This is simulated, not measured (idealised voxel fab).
The process module that follows is named voxel air gaps.
The cross-section on display is named cut; it measures 175 nm wide, and its cells are 5 nm squares.
Notation: cross-section as square-cell grid; stated in bands, top first, going down; one or more cell rows per band. Read a band's entry like this: the first values are the height of its top and the height of its bottom in nm, and what follows is the sequence of materials from left to right, each with its width in nm. Note that "empty" is empty space, and that a single material marked "edge to edge" reaches across the band from edge to edge. Where do heights start? At 0: under that level the wafer as delivered is made of one material only. And the lowest band has no floor; it just carries on downward, as in "from 0 down". Per-row width for "30->40": begins at first number (top row of band), ends at second number (bottom row), increment between rows held constant. "no modification" -> step changed no cross-section cell. Reported under the label "Encapsulated voids" are the empty spaces having no open way to the top and comprising 8 cells or more; the notation for each is width x height at distance, in which the distance is measured from the left edge and all three values are in nm. Read whatever lies past the settings on a step's line as the simulator's own remark about the step. On any step carrying a mask, the "overlay nm" setting, if present on the step's line, tells how far right of its planned place the mask lay; negative values point to the left. Read the rest as pairs. Take the cross-section before one process step, then the cross-section after it, which shows only down to the lowest band that changed. Under the pair, find the step between them and its settings. Bear in mind that pairs may come from different runs of this module on the same starting wafer: link a pair to the pair above it only where its entry headed "Structure before processing" says to.

Structure before processing:
  from 0 down = Si edge to edge
  Encapsulated voids: none

State After Step:
  from 15 to 0 = SiO2 edge to edge
  Below 0 it's all the same as before, nothing changed down there.
  Encapsulated voids: none
What process step lies between the two cross-sections above? CONFORMAL_DEP,material SiO2,thk nm 15

Structure before processing: we pick up right where the pair above leaves off, with its after cross-section.

State After Step:
  from 20 to 15 = SiN edge to edge
  Below 15 it's all the same as before, nothing changed down there.
  Encapsulated voids: none
What process step lies between the two cross-sections above? CONFORMAL_DEP,material SiN,thk nm 5

Structure before processing: we pick up right where the pair above leaves off, with its after cross-section.

State After Step:
  from 50 to 20 = SiO2 edge to edge
  Below 20 it's all the same as before, nothing changed down there.
  Encapsulated voids: none
What process step lies between the two cross-sections above? DIRECTIONAL_DEP,material SiO2,thk nm 30

Structure before processing: we pick up right where the pair above leaves off, with its after cross-section.

State After Step:
  from 50 to 20 = 20 of SiO2 / 15 of empty / 25 of SiO2 / 15 of empty / 25 of SiO2 / 15 of empty / 25 of SiO2 / 15 of empty / 20 of SiO2
  Below 20 it's all the same as before, nothing changed down there.
  Encapsulated voids: none
What process step lies between the two cross-sections above? MASKED_ETCH,tone open,mask id LINES,width nm 15,pitch nm 40,etch materials SiO2,depth nm 30,overlay nm 0

Structure before processing: we pick up right where the pair above leaves off, with its after cross-section.

State After Step:
  from 55 to 50 = 25 of TiN / 5 of empty / 35 of TiN / 5 of empty / 35 of TiN / 5 of empty / 35 of TiN / 5 of empty / 25 of TiN
  from 50 to 25 = 20 of SiO2 / 5 of TiN / 5 of empty / 5 of TiN / 25 of SiO2 / 5 of TiN / 5 of empty / 5 of TiN / 25 of SiO2 / 5 of TiN / 5 of empty / 5 of TiN / 25 of SiO2 / 5 of TiN / 5 of empty / 5 of TiN / 20 of SiO2
  from 25 to 20 = 20 of SiO2 / 15 of TiN / 25 of SiO2 / 15 of TiN / 25 of SiO2 / 15 of TiN / 25 of SiO2 / 15 of TiN / 20 of SiO2
  Below 20 it's all the same as before, nothing changed down there.
  Encapsulated voids: none
What process step lies between the two cross-sections above? CONFORMAL_DEP,material TiN,thk nm 5

Structure before processing: we pick up right where the pair above leaves off, with its after cross-section.

State After Step:
  from 65 to 55 = W edge to edge
  from 55 to 50 = 25 of TiN / 5 of W / 35 of TiN / 5 of W / 35 of TiN / 5 of W / 35 of TiN / 5 of W / 25 of TiN
  from 50 to 25 = 20 of SiO2 / 5 of TiN / 5 of W / 5 of TiN / 25 of SiO2 / 5 of TiN / 5 of W / 5 of TiN / 25 of SiO2 / 5 of TiN / 5 of W / 5 of TiN / 25 of SiO2 / 5 of TiN / 5 of W / 5 of TiN / 20 of SiO2
  Below 25 it's all the same as before, nothing changed down there.
  Encapsulated voids: none
What process step lies between the two cross-sections above? FILL_DEP,material W,thk nm 10

Structure before processing: we pick up right where the pair above leaves off, with its after cross-section.

State After Step:
  from 50 to 25 = 20 of SiO2 / 5 of TiN / 5 of W / 5 of TiN / 25 of SiO2 / 5 of TiN / 5 of W / 5 of TiN / 25 of SiO2 / 5 of TiN / 5 of W / 5 of TiN / 25 of SiO2 / 5 of TiN / 5 of W / 5 of TiN / 20 of SiO2
  Below 25 it's all the same as before, nothing changed down there.
  Encapsulated voids: none
What process step lies between the two cross-sections above? CMP,height nm 50

Structure before processing: we pick up right where the pair above leaves off, with its after cross-section.

State After Step:
  from 60 to 50 = 10 of empty / 35 of Ru / 5 of empty / 35 of Ru / 5 of empty / 35 of Ru / 5 of empty / 35 of Ru / 10 of empty
  Below 50 it's all the same as before, nothing changed down there.
  Encapsulated voids: none
What process step lies between the two cross-sections above? EPI,material Ru,thk nm 10

Structure before processing: we pick up right where the pair above leaves off, with its after cross-section.

State After Step:
  from 60 to 50 = 10 of empty / 35 of Ru / 5 of empty / 35 of Ru / 5 of empty / 35 of Ru / 5 of empty / 35 of Ru / 10 of empty
  from 50 to 25 = 20 of empty / 5 of TiN / 5 of W / 5 of TiN / 25 of empty / 5 of TiN / 5 of W / 5 of TiN / 25 of empty / 5 of TiN / 5 of W / 5 of TiN / 25 of empty / 5 of TiN / 5 of W / 5 of TiN / 20 of empty
  from 25 to 20 = 20 of empty / 15 of TiN / 25 of empty / 15 of TiN / 25 of empty / 15 of TiN / 25 of empty / 15 of TiN / 20 of empty
  Below 20 it's all the same as before, nothing changed down there.
  Encapsulated voids: none
What process step lies between the two cross-sections above? SELECTIVE_ETCH,etch materials SiO2,depth nm 40

Structure before processing: we pick up right where the pair above leaves off, with its after cross-section.

State After Step:
  from 65 to 60 = 5 of empty / 165 of SiN / 5 of empty
  from 60 to 50 = 5 of empty / 5 of SiN / 35 of Ru / 5 of SiN / 35 of Ru / 5 of SiN / 35 of Ru / 5 of SiN / 35 of Ru / 5 of SiN / 5 of empty
  from 50 to 45 = 5 of empty / 15 of SiN / 5 of TiN / 5 of W / 5 of TiN / 25 of SiN / 5 of TiN / 5 of W / 5 of TiN / 25 of SiN / 5 of TiN / 5 of W / 5 of TiN / 25 of SiN / 5 of TiN / 5 of W / 5 of TiN / 15 of SiN / 5 of empty
  from 45 to 25 = 15 of empty / 5 of SiN / 5 of TiN / 5 of W / 5 of TiN / 5 of SiN / 15 of empty / 5 of SiN / 5 of TiN / 5 of W / 5 of TiN / 5 of SiN / 15 of empty / 5 of SiN / 5 of TiN / 5 of W / 5 of TiN / 5 of SiN / 15 of empty / 5 of SiN / 5 of TiN / 5 of W / 5 of TiN / 5 of SiN / 15 of empty
  from 25 to 20 = 20 of SiN / 15 of TiN / 25 of SiN / 15 of TiN / 25 of SiN / 15 of TiN / 25 of SiN / 15 of TiN / 20 of SiN
  Below 20 it's all the same as before, nothing changed down there.
  Encapsulated voids: 15 x 20 at 40; 15 x 20 at 80; 15 x 20 at 120
What process step lies between the two cross-sections above? CONFORMAL_DEP,material SiN,thk nm 5

Structure before processing:
  from 15 to 0 = SiO2 edge to edge
  from 0 down = Si edge to edge
  Encapsulated voids: none

State After Step:
  from 45 to 0 = SiO2 edge to edge
  Below 0 it's all the same as before, nothing changed down there.
  Encapsulated voids: none
What process step lies between the two cross-sections above? DIRECTIONAL_DEP,material SiO2,thk nm 30

Structure before processing: we pick up right where the pair above leaves off, with its after cross-section.

State After Step:
  from 45 to 15 = 20 of SiO2 / 15 of empty / 25 of SiO2 / 15 of empty / 25 of SiO2 / 15 of empty / 25 of SiO2 / 15 of empty / 20 of SiO2
  Below 15 it's all the same as before, nothing changed down there.
  Encapsulated voids: none
What process step lies between the two cross-sections above? MASKED_ETCH,tone open,mask id LINES,width nm 15,pitch nm 40,etch materials SiO2,depth nm 30,overlay nm 0

Structure before processing: we pick up right where the pair above leaves off, with its after cross-section.

State After Step:
  from 50 to 45 = 25 of TiN / 5 of empty / 35 of TiN / 5 of empty / 35 of TiN / 5 of empty / 35 of TiN / 5 of empty / 25 of TiN
  from 45 to 20 = 20 of SiO2 / 5 of TiN / 5 of empty / 5 of TiN / 25 of SiO2 / 5 of TiN / 5 of empty / 5 of TiN / 25 of SiO2 / 5 of TiN / 5 of empty / 5 of TiN / 25 of SiO2 / 5 of TiN / 5 of empty / 5 of TiN / 20 of SiO2
  from 20 to 15 = 20 of SiO2 / 15 of TiN / 25 of SiO2 / 15 of TiN / 25 of SiO2 / 15 of TiN / 25 of SiO2 / 15 of TiN / 20 of SiO2
  Below 15 it's all the same as before, nothing changed down there.
  Encapsulated voids: none
What process step lies between the two cross-sections above? CONFORMAL_DEP,material TiN,thk nm 5

Structure before processing: we pick up right where the pair above leaves off, with its after cross-section.

State After Step:
  from 60 to 50 = W edge to edge
  from 50 to 45 = 25 of TiN / 5 of W / 35 of TiN / 5 of W / 35 of TiN / 5 of W / 35 of TiN / 5 of W / 25 of TiN
  from 45 to 20 = 20 of SiO2 / 5 of TiN / 5 of W / 5 of TiN / 25 of SiO2 / 5 of TiN / 5 of W / 5 of TiN / 25 of SiO2 / 5 of TiN / 5 of W / 5 of TiN / 25 of SiO2 / 5 of TiN / 5 of W / 5 of TiN / 20 of SiO2
  Below 20 it's all the same as before, nothing changed down there.
  Encapsulated voids: none
What process step lies between the two cross-sections above? FILL_DEP,material W,thk nm 10

Structure before processing: we pick up right where the pair above leaves off, with its after cross-section.

State After Step:
  from 50 to 45 = 25 of TiN / 5 of W / 35 of TiN / 5 of W / 35 of TiN / 5 of W / 35 of TiN / 5 of W / 25 of TiN
  Below 45 it's all the same as before, nothing changed down there.
  Encapsulated voids: none
What process step lies between the two cross-sections above? CMP,height nm 50

Structure before processing: we pick up right where the pair above leaves off, with its after cross-section.

State After Step:
  from 60 to 50 = Ru edge to edge
  Below 50 it's all the same as before, nothing changed down there.
  Encapsulated voids: none
What process step lies between the two cross-sections above? EPI,material Ru,thk nm 10

Structure before processing: we pick up right where the pair above leaves off, with its after cross-section.

State After Step:
  from 65 to 60 = SiN edge to edge
  Below 60 it's all the same as before, nothing changed down there.
  Encapsulated voids: none
What process step lies between the two cross-sections above? CONFORMAL_DEP,material SiN,thk nm 5

Structure before processing:
  from 15 to 0 = SiO2 edge to edge
  from 0 down = Si edge to edge
  Encapsulated voids: none

State After Step:
  from 30 to 0 = SiO2 edge to edge
  Below 0 it's all the same as before, nothing changed down there.
  Encapsulated voids: none
What process step lies between the two cross-sections above? CONFORMAL_DEP,material SiO2,thk nm 15

Structure before processing: we pick up right where the pair above leaves off, with its after cross-section.

State After Step:
  from 35 to 30 = SiN edge to edge
  Below 30 it's all the same as before, nothing changed down there.
  Encapsulated voids: none
What process step lies between the two cross-sections above? CONFORMAL_DEP,material SiN,thk nm 5

Structure before processing: we pick up right where the pair above leaves off, with its after cross-section.

State After Step:
  from 65 to 35 = SiO2 edge to edge
  Below 35 it's all the same as before, nothing changed down there.
  Encapsulated voids: none
What process step lies between the two cross-sections above? DIRECTIONAL_DEP,material SiO2,thk nm 30

Structure before processing: we pick up right where the pair above leaves off, with its after cross-section.

State After Step:
  from 65 to 35 = 20 of SiO2 / 15 of empty / 25 of SiO2 / 15 of empty / 25 of SiO2 / 15 of empty / 25 of SiO2 / 15 of empty / 20 of SiO2
  Below 35 it's all the same as before, nothing changed down there.
  Encapsulated voids: none
What process step lies between the two cross-sections above? MASKED_ETCH,tone open,mask id LINES,width nm 15,pitch nm 40,etch materials SiO2,depth nm 30,overlay nm 0

Structure before processing: we pick up right where the pair above leaves off, with its after cross-section.

State After Step:
  from 70 to 65 = 25 of TiN / 5 of empty / 35 of TiN / 5 of empty / 35 of TiN / 5 of empty / 35 of TiN / 5 of empty / 25 of TiN
  from 65 to 40 = 20 of SiO2 / 5 of TiN / 5 of empty / 5 of TiN / 25 of SiO2 / 5 of TiN / 5 of empty / 5 of TiN / 25 of SiO2 / 5 of TiN / 5 of empty / 5 of TiN / 25 of SiO2 / 5 of TiN / 5 of empty / 5 of TiN / 20 of SiO2
  from 40 to 35 = 20 of SiO2 / 15 of TiN / 25 of SiO2 / 15 of TiN / 25 of SiO2 / 15 of TiN / 25 of SiO2 / 15 of TiN / 20 of SiO2
  Below 35 it's all the same as before, nothing changed down there.
  Encapsulated voids: none
What process step lies between the two cross-sections above? CONFORMAL_DEP,material TiN,thk nm 5

Structure before processing: we pick up right where the pair above leaves off, with its after cross-section.

State After Step:
  from 80 to 70 = W edge to edge
  from 70 to 65 = 25 of TiN / 5 of W / 35 of TiN / 5 of W / 35 of TiN / 5 of W / 35 of TiN / 5 of W / 25 of TiN
  from 65 to 40 = 20 of SiO2 / 5 of TiN / 5 of W / 5 of TiN / 25 of SiO2 / 5 of TiN / 5 of W / 5 of TiN / 25 of SiO2 / 5 of TiN / 5 of W / 5 of TiN / 25 of SiO2 / 5 of TiN / 5 of W / 5 of TiN / 20 of SiO2
  Below 40 it's all the same as before, nothing changed down there.
  Encapsulated voids: none
What process step lies between the two cross-sections above? FILL_DEP,material W,thk nm 10

Structure before processing: we pick up right where the pair above leaves off, with its after cross-section.

State After Step:
  from 50 to 40 = 20 of SiO2 / 5 of TiN / 5 of W / 5 of TiN / 25 of SiO2 / 5 of TiN / 5 of W / 5 of TiN / 25 of SiO2 / 5 of TiN / 5 of W / 5 of TiN / 25 of SiO2 / 5 of TiN / 5 of W / 5 of TiN / 20 of SiO2
  Below 40 it's all the same as before, nothing changed down there.
  Encapsulated voids: none
What process step lies between the two cross-sections above? CMP,height nm 50

Structure before processing: we pick up right where the pair above leaves off, with its after cross-section.

State After Step:
  from 60 to 50 = 10 of empty / 35 of Ru / 5 of empty / 35 of Ru / 5 of empty / 35 of Ru / 5 of empty / 35 of Ru / 10 of empty
  Below 50 it's all the same as before, nothing changed down there.
  Encapsulated voids: none
What process step lies between the two cross-sections above? EPI,material Ru,thk nm 10

Structure before processing: we pick up right where the pair above leaves off, with its after cross-section.

State After Step:
  from 60 to 50 = 10 of empty / 35 of Ru / 5 of empty / 35 of Ru / 5 of empty / 35 of Ru / 5 of empty / 35 of Ru / 10 of empty
  from 50 to 40 = 20 of empty / 5 of TiN / 5 of W / 5 of TiN / 25 of empty / 5 of TiN / 5 of W / 5 of TiN / 25 of empty / 5 of TiN / 5 of W / 5 of TiN / 25 of empty / 5 of TiN / 5 of W / 5 of TiN / 20 of empty
  from 40 to 35 = 20 of empty / 15 of TiN / 25 of empty / 15 of TiN / 25 of empty / 15 of TiN / 25 of empty / 15 of TiN / 20 of empty
  Below 35 it's all the same as before, nothing changed down there.
  Encapsulated voids: none
What process step lies between the two cross-sections above? SELECTIVE_ETCH,etch materials SiO2,depth nm 40

Structure before processing: we pick up right where the pair above leaves off, with its after cross-section.

State After Step:
  from 65 to 60 = 5 of empty / 165 of SiN / 5 of empty
  from 60 to 50 = 5 of empty / 5 of SiN / 35 of Ru / 5 of SiN / 35 of Ru / 5 of SiN / 35 of Ru / 5 of SiN / 35 of Ru / 5 of SiN / 5 of empty
  from 50 to 45 = 5 of empty / 15 of SiN / 5 of TiN / 5 of W / 5 of TiN / 25 of SiN / 5 of TiN / 5 of W / 5 of TiN / 25 of SiN / 5 of TiN / 5 of W / 5 of TiN / 25 of SiN / 5 of TiN / 5 of W / 5 of TiN / 15 of SiN / 5 of empty
  from 45 to 40 = 15 of empty / 5 of SiN / 5 of TiN / 5 of W / 5 of TiN / 5 of SiN / 15 of empty / 5 of SiN / 5 of TiN / 5 of W / 5 of TiN / 5 of SiN / 15 of empty / 5 of SiN / 5 of TiN / 5 of W / 5 of TiN / 5 of SiN / 15 of empty / 5 of SiN / 5 of TiN / 5 of W / 5 of TiN / 5 of SiN / 15 of empty
  from 40 to 35 = 20 of SiN / 15 of TiN / 25 of SiN / 15 of TiN / 25 of SiN / 15 of TiN / 25 of SiN / 15 of TiN / 20 of SiN
  Below 35 it's all the same as before, nothing changed down there.
  Encapsulated voids: none
What process step lies between the two cross-sections above? CONFORMAL_DEP,material SiN,thk nm 5

Structure before processing:
  from 45 to 0 = SiO2 edge to edge
  from 0 down = Si edge to edge
  Encapsulated voids: none

State After Step:
  from 50 to 45 = SiN edge to edge
  Below 45 it's all the same as before, nothing changed down there.
  Encapsulated voids: none
What process step lies between the two cross-sections above? CONFORMAL_DEP,material SiN,thk nm 5

Structure before processing: we pick up right where the pair above leaves off, with its after cross-section.

State After Step:
  from 55 to 50 = TiN edge to edge
  Below 50 it's all the same as before, nothing changed down there.
  Encapsulated voids: none
What process step lies between the two cross-sections above? CONFORMAL_DEP,material TiN,thk nm 5

Structure before processing: we pick up right where the pair above leaves off, with its after cross-section.

State After Step:
  from 65 to 55 = W edge to edge
  Below 55 it's all the same as before, nothing changed down there.
  Encapsulated voids: none
What process step lies between the two cross-sections above? FILL_DEP,material W,thk nm 10

Structure before processing: we pick up right where the pair above leaves off, with its after cross-section.

State After Step:
  from 50 to 45 = SiN edge to edge
  Below 45 it's all the same as before, nothing changed down there.
  Encapsulated voids: none
What process step lies between the two cross-sections above? CMP,height nm 50

Structure before processing: we pick up right where the pair above leaves off, with its after cross-section.

State After Step:
  from 55 to 45 = SiN edge to edge
  Below 45 it's all the same as before, nothing changed down there.
  Encapsulated voids: none
What process step lies between the two cross-sections above? CONFORMAL_DEP,material SiN,thk nm 5

Structure before processing:
  from 65 to 55 = W edge to edge
  from 55 to 50 = 25 of TiN / 5 of W / 35 of TiN / 5 of W / 35 of TiN / 5 of W / 35 of TiN / 5 of W / 25 of TiN
  from 50 to 25 = 20 of SiO2 / 5 of TiN / 5 of W / 5 of TiN / 25 of SiO2 / 5 of TiN / 5 of W / 5 of TiN / 25 of SiO2 / 5 of TiN / 5 of W / 5 of TiN / 25 of SiO2 / 5 of TiN / 5 of W / 5 of TiN / 20 of SiO2
  from 25 to 20 = 20 of SiO2 / 15 of TiN / 25 of SiO2 / 15 of TiN / 25 of SiO2 / 15 of TiN / 25 of SiO2 / 15 of TiN / 20 of SiO2
  from 20 to 15 = SiN edge to edge
  from 15 to 0 = SiO2 edge to edge
  from 0 down = Si edge to edge
  Encapsulated voids: none

State After Step:
  from 60 to 55 = W edge to edge
  Below 55 it's all the same as before, nothing changed down there.
  Encapsulated voids: none
What process step lies between the two cross-sections above? CMP,height nm 60

Structure before processing: we pick up right where the pair above leaves off, with its after cross-section.

State After Step:
  from 70 to 60 = Ru edge to edge
  Below 60 it's all the same as before, nothing changed down there.
  Encapsulated voids: none
What process step lies between the two cross-sections above? EPI,material Ru,thk nm 10

Structure before processing: we pick up right where the pair above leaves off, with its after cross-section.

State After Step:
  from 75 to 70 = SiN edge to edge
  Below 70 it's all the same as before, nothing changed down there.
  Encapsulated voids: none
What process step lies between the two cross-sections above? CONFORMAL_DEP,material SiN,thk nm 5

Structure before processing:
  from 50 to 20 = SiO2 edge to edge
  from 20 to 15 = SiN edge to edge
  from 15 to 0 = SiO2 edge to edge
  from 0 down = Si edge to edge
  Encapsulated voids: none

State After Step:
  from 50 to 20 = 20 of SiO2 / 20 of empty / 20 of SiO2 / 20 of empty / 20 of SiO2 / 20 of empty / 20 of SiO2 / 20 of empty / 15 of SiO2
  Below 20 it's all the same as before, nothing changed down there.
  Encapsulated voids: none
What process step lies between the two cross-sections above? MASKED_ETCH,tone open,mask id LINES,width nm 20,pitch nm 40,etch materials SiO2,depth nm 30,overlay nm 0

Structure before processing: we pick up right where the pair above leaves off, with its after cross-section.

State After Step:
  from 55 to 50 = 25 of TiN / 10 of empty / 30 of TiN / 10 of empty / 30 of TiN / 10 of empty / 30 of TiN / 10 of empty / 20 of TiN
  from 50 to 25 = 20 of SiO2 / 5 of TiN / 10 of empty / 5 of TiN / 20 of SiO2 / 5 of TiN / 10 of empty / 5 of TiN / 20 of SiO2 / 5 of TiN / 10 of empty / 5 of TiN / 20 of SiO2 / 5 of TiN / 10 of empty / 5 of TiN / 15 of SiO2
  from 25 to 20 = 20 of SiO2 / 20 of TiN / 20 of SiO2 / 20 of TiN / 20 of SiO2 / 20 of TiN / 20 of SiO2 / 20 of TiN / 15 of SiO2
  Below 20 it's all the same as before, nothing changed down there.
  Encapsulated voids: none
What process step lies between the two cross-sections above? CONFORMAL_DEP,material TiN,thk nm 5

Structure before processing: we pick up right where the pair above leaves off, with its after cross-section.

State After Step:
  from 65 to 55 = W edge to edge
  from 55 to 50 = 25 of TiN / 10 of W / 30 of TiN / 10 of W / 30 of TiN / 10 of W / 30 of TiN / 10 of W / 20 of TiN
  from 50 to 25 = 20 of SiO2 / 5 of TiN / 10 of W / 5 of TiN / 20 of SiO2 / 5 of TiN / 10 of W / 5 of TiN / 20 of SiO2 / 5 of TiN / 10 of W / 5 of TiN / 20 of SiO2 / 5 of TiN / 10 of W / 5 of TiN / 15 of SiO2
  Below 25 it's all the same as before, nothing changed down there.
  Encapsulated voids: none
What process step lies between the two cross-sections above? FILL_DEP,material W,thk nm 10

Structure before processing: we pick up right where the pair above leaves off, with its after cross-section.

State After Step:
  from 50 to 25 = 20 of SiO2 / 5 of TiN / 10 of W / 5 of TiN / 20 of SiO2 / 5 of TiN / 10 of W / 5 of TiN / 20 of SiO2 / 5 of TiN / 10 of W / 5 of TiN / 20 of SiO2 / 5 of TiN / 10 of W / 5 of TiN / 15 of SiO2
  Below 25 it's all the same as before, nothing changed down there.
  Encapsulated voids: none
What process step lies between the two cross-sections above? CMP,height nm 50

Structure before processing: we pick up right where the pair above leaves off, with its after cross-section.

State After Step:
  from 60 to 50 = 10 of empty / 160 of Ru / 5 of empty
  Below 50 it's all the same as before, nothing changed down there.
  Encapsulated voids: none
What process step lies between the two cross-sections above? EPI,material Ru,thk nm 10

Structure before processing: we pick up right where the pair above leaves off, with its after cross-section.

State After Step:
  from 60 to 50 = 10 of empty / 160 of Ru / 5 of empty
  from 50 to 25 = 20 of empty / 5 of TiN / 10 of W / 5 of TiN / 20 of SiO2 / 5 of TiN / 10 of W / 5 of TiN / 20 of SiO2 / 5 of TiN / 10 of W / 5 of TiN / 20 of SiO2 / 5 of TiN / 10 of W / 5 of TiN / 15 of empty
  from 25 to 20 = 20 of empty / 20 of TiN / 20 of SiO2 / 20 of TiN / 20 of SiO2 / 20 of TiN / 20 of SiO2 / 20 of TiN / 15 of empty
  Below 20 it's all the same as before, nothing changed down there.
  Encapsulated voids: none
What process step lies between the two cross-sections above? SELECTIVE_ETCH,etch materials SiO2,depth nm 40

Structure before processing: we pick up right where the pair above leaves off, with its after cross-section.

State After Step:
  from 65 to 60 = 5 of empty / 170 of SiN
  from 60 to 50 = 5 of empty / 5 of SiN / 160 of Ru / 5 of SiN
  from 50 to 45 = 5 of empty / 15 of SiN / 5 of TiN / 10 of W / 5 of TiN / 20 of SiO2 / 5 of TiN / 10 of W / 5 of TiN / 20 of SiO2 / 5 of TiN / 10 of W / 5 of TiN / 20 of SiO2 / 5 of TiN / 10 of W / 5 of TiN / 15 of SiN
  from 45 to 25 = 15 of empty / 5 of SiN / 5 of TiN / 10 of W / 5 of TiN / 20 of SiO2 / 5 of TiN / 10 of W / 5 of TiN / 20 of SiO2 / 5 of TiN / 10 of W / 5 of TiN / 20 of SiO2 / 5 of TiN / 10 of W / 5 of TiN / 5 of SiN / 10 of empty
  from 25 to 20 = 20 of SiN / 20 of TiN / 20 of SiO2 / 20 of TiN / 20 of SiO2 / 20 of TiN / 20 of SiO2 / 20 of TiN / 15 of SiN
  Below 20 it's all the same as before, nothing changed down there.
  Encapsulated voids: 10 x 20 at 165
What process step lies between the two cross-sections above? CONFORMAL_DEP,material SiN,thk nm 5

Structure before processing:
  from 50 to 20 = SiO2 edge to edge
  from 20 to 15 = SiN edge to edge
  from 15 to 0 = SiO2 edge to edge
  from 0 down = Si edge to edge
  Encapsulated voids: none

State After Step:
  from 50 to 20 = 25 of SiO2 / 15 of empty / 25 of SiO2 / 15 of empty / 25 of SiO2 / 15 of empty / 25 of SiO2 / 15 of empty / 15 of SiO2
  Below 20 it's all the same as before, nothing changed down there.
  Encapsulated voids: none
What process step lies between the two cross-sections above? MASKED_ETCH,tone open,mask id LINES,width nm 15,pitch nm 40,etch materials SiO2,depth nm 30,overlay nm 5

Structure before processing: we pick up right where the pair above leaves off, with its after cross-section.

State After Step:
  from 55 to 50 = 30 of TiN / 5 of empty / 35 of TiN / 5 of empty / 35 of TiN / 5 of empty / 35 of TiN / 5 of empty / 20 of TiN
  from 50 to 25 = 25 of SiO2 / 5 of TiN / 5 of empty / 5 of TiN / 25 of SiO2 / 5 of TiN / 5 of empty / 5 of TiN / 25 of SiO2 / 5 of TiN / 5 of empty / 5 of TiN / 25 of SiO2 / 5 of TiN / 5 of empty / 5 of TiN / 15 of SiO2
  from 25 to 20 = 25 of SiO2 / 15 of TiN / 25 of SiO2 / 15 of TiN / 25 of SiO2 / 15 of TiN / 25 of SiO2 / 15 of TiN / 15 of SiO2
  Below 20 it's all the same as before, nothing changed down there.
  Encapsulated voids: none
What process step lies between the two cross-sections above? CONFORMAL_DEP,material TiN,thk nm 5

Structure before processing: we pick up right where the pair above leaves off, with its after cross-section.

State After Step:
  from 65 to 55 = W edge to edge
  from 55 to 50 = 30 of TiN / 5 of W / 35 of TiN / 5 of W / 35 of TiN / 5 of W / 35 of TiN / 5 of W / 20 of TiN
  from 50 to 25 = 25 of SiO2 / 5 of TiN / 5 of W / 5 of TiN / 25 of SiO2 / 5 of TiN / 5 of W / 5 of TiN / 25 of SiO2 / 5 of TiN / 5 of W / 5 of TiN / 25 of SiO2 / 5 of TiN / 5 of W / 5 of TiN / 15 of SiO2
  Below 25 it's all the same as before, nothing changed down there.
  Encapsulated voids: none
What process step lies between the two cross-sections above? FILL_DEP,material W,thk nm 10

Structure before processing: we pick up right where the pair above leaves off, with its after cross-section.

State After Step:
  from 50 to 25 = 25 of SiO2 / 5 of TiN / 5 of W / 5 of TiN / 25 of SiO2 / 5 of TiN / 5 of W / 5 of TiN / 25 of SiO2 / 5 of TiN / 5 of W / 5 of TiN / 25 of SiO2 / 5 of TiN / 5 of W / 5 of TiN / 15 of SiO2
  Below 25 it's all the same as before, nothing changed down there.
  Encapsulated voids: none
What process step lies between the two cross-sections above? CMP,height nm 50

Structure before processing: we pick up right where the pair above leaves off, with its after cross-section.

State After Step:
  from 60 to 50 = 15 of empty / 35 of Ru / 5 of empty / 35 of Ru / 5 of empty / 35 of Ru / 5 of empty / 35 of Ru / 5 of empty
  Below 50 it's all the same as before, nothing changed down there.
  Encapsulated voids: none
What process step lies between the two cross-sections above? EPI,material Ru,thk nm 10

Structure before processing: we pick up right where the pair above leaves off, with its after cross-section.

State After Step:
  from 60 to 50 = 15 of empty / 35 of Ru / 5 of empty / 35 of Ru / 5 of empty / 35 of Ru / 5 of empty / 35 of Ru / 5 of empty
  from 50 to 25 = 25 of empty / 5 of TiN / 5 of W / 5 of TiN / 25 of empty / 5 of TiN / 5 of W / 5 of TiN / 25 of empty / 5 of TiN / 5 of W / 5 of TiN / 25 of empty / 5 of TiN / 5 of W / 5 of TiN / 15 of empty
  from 25 to 20 = 25 of empty / 15 of TiN / 25 of empty / 15 of TiN / 25 of empty / 15 of TiN / 25 of empty / 15 of TiN / 15 of empty
  Below 20 it's all the same as before, nothing changed down there.
  Encapsulated voids: none
What process step lies between the two cross-sections above? SELECTIVE_ETCH,etch materials SiO2,depth nm 40

Structure before processing: we pick up right where the pair above leaves off, with its after cross-section.

State After Step:
  from 65 to 60 = 10 of empty / 165 of SiN
  from 60 to 50 = 10 of empty / 5 of SiN / 35 of Ru / 5 of SiN / 35 of Ru / 5 of SiN / 35 of Ru / 5 of SiN / 35 of Ru / 5 of SiN
  from 50 to 45 = 10 of empty / 15 of SiN / 5 of TiN / 5 of W / 5 of TiN / 25 of SiN / 5 of TiN / 5 of W / 5 of TiN / 25 of SiN / 5 of TiN / 5 of W / 5 of TiN / 25 of SiN / 5 of TiN / 5 of W / 5 of TiN / 15 of SiN
  from 45 to 25 = 20 of empty / 5 of SiN / 5 of TiN / 5 of W / 5 of TiN / 5 of SiN / 15 of empty / 5 of SiN / 5 of TiN / 5 of W / 5 of TiN / 5 of SiN / 15 of empty / 5 of SiN / 5 of TiN / 5 of W / 5 of TiN / 5 of SiN / 15 of empty / 5 of SiN / 5 of TiN / 5 of W / 5 of TiN / 5 of SiN / 10 of empty
  from 25 to 20 = 25 of SiN / 15 of TiN / 25 of SiN / 15 of TiN / 25 of SiN / 15 of TiN / 25 of SiN / 15 of TiN / 15 of SiN
  Below 20 it's all the same as before, nothing changed down there.
  Encapsulated voids: 15 x 20 at 45; 15 x 20 at 85; 15 x 20 at 125; 10 x 20 at 165
What process step lies between the two cross-sections above? CONFORMAL_DEP,material SiN,thk nm 5

Structure before processing:
  from 20 to 15 = SiN edge to edge
  from 15 to 0 = SiO2 edge to edge
  from 0 down = Si edge to edge
  Encapsulated voids: none

State After Step:
  from 50 to 15 = SiN edge to edge
  Below 15 it's all the same as before, nothing changed down there.
  Encapsulated voids: none
What process step lies between the two cross-sections above? DIRECTIONAL_DEP,material SiN,thk nm 30

Structure before processing: we pick up right where the pair above leaves off, with its after cross-section.

State After Step:
  from 55 to 50 = TiN edge to edge
  Below 50 it's all the same as before, nothing changed down there.
  Encapsulated voids: none
What process step lies between the two cross-sections above? CONFORMAL_DEP,material TiN,thk nm 5

Structure before processing: we pick up right where the pair above leaves off, with its after cross-section.

State After Step:
  from 65 to 55 = W edge to edge
  Below 55 it's all the same as before, nothing changed down there.
  Encapsulated voids: none
What process step lies between the two cross-sections above? FILL_DEP,material W,thk nm 10

Structure before processing: we pick up right where the pair above leaves off, with its after cross-section.

State After Step:
  from 50 to 15 = SiN edge to edge
  Below 15 it's all the same as before, nothing changed down there.
  Encapsulated voids: none
What process step lies between the two cross-sections above? CMP,height nm 50

Structure before processing: we pick up right where the pair above leaves off, with its after cross-section.

State After Step:
  from 55 to 15 = SiN edge to edge
  Below 15 it's all the same as before, nothing changed down there.
  Encapsulated voids: none
What process step lies between the two cross-sections above? CONFORMAL_DEP,material SiN,thk nm 5
